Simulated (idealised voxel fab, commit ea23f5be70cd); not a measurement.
Title: Process Module voxel tone inversion
In the cross-section labelled cut, the width is 195 nm and each square cell is 5 nm.
Cross-section, as written here: a square-cell grid given band by band from the top down, where a band holds one or more rows of cells. First you get the band's top height and its bottom height, in nm, and then the materials it's made of, left to right, with each width in nm. If you see a single material with "everywhere", that one covers the band edge to edge. "air" is empty space. Heights are expressed relative to 0, this being the level below which the as-received wafer comprises one material exclusively. The lowest band is unbounded in the downward direction and is denoted as in "z 0 and below". So if you see something like "30 to 40" for the width, read it as the top row of the band sitting at the first number and the bottom row at the second, with every row in between moving by the same amount as the last. Where a step carries "stayed the same", the cross-section came out of it unchanged, cell for cell. Look at "Sealed internal cavities" for the closed voids: empty spaces with no open path to the top, sized 8 cells or up. Each is width x height at distance, distance from the left edge, all nm. If you see something after the settings on a step's line, that's the simulator's own remark about that step. On any step carrying a mask, the "overlay nm" setting, if present on the step's line, tells how far right of its planned place the mask lay; negative values point to the left.
Listed below are the process steps as planned
- 1: RECEIVE, material Si
- 2: CONFORMAL_DEP, material SiN, thk nm 10
- 3: DIRECTIONAL_DEP, material aC, thk nm 15
- 4: PATTERN, tone cover, mask id POSTS, material resist, width nm 20, pitch nm 45, thk nm 25, overlay nm 0
- 5: DIRECTIONAL_ETCH, etch materials aC, depth nm 15
- 6: STRIP, etch materials resist
- 7: FILL_DEP, material lowk, thk nm 5
- 8: CMP, height nm 25
- 9: STRIP, etch materials aC
Wafer as received: cross-section following step 1
  z 0 and below | Si everywhere
  Sealed internal cavities: none
Here's the wafer cut in cross-section after the module, started and planned just like above, except one thing was done wrong in the run
  z 25 to 10 | 55 nm lowk, then 20 nm air, then 25 nm lowk, then 20 nm air, then 75 nm lowk
  z 10 to 0 | SiN everywhere
  z 0 and below | Si everywhere
  Sealed internal cavities: none
Short version of what went wrong: so step 4 ended up running with a different setting than we planned, it ran as PATTERN, tone cover, mask id POSTS, material resist, width nm 20, pitch nm 45, thk nm 25, overlay nm -10
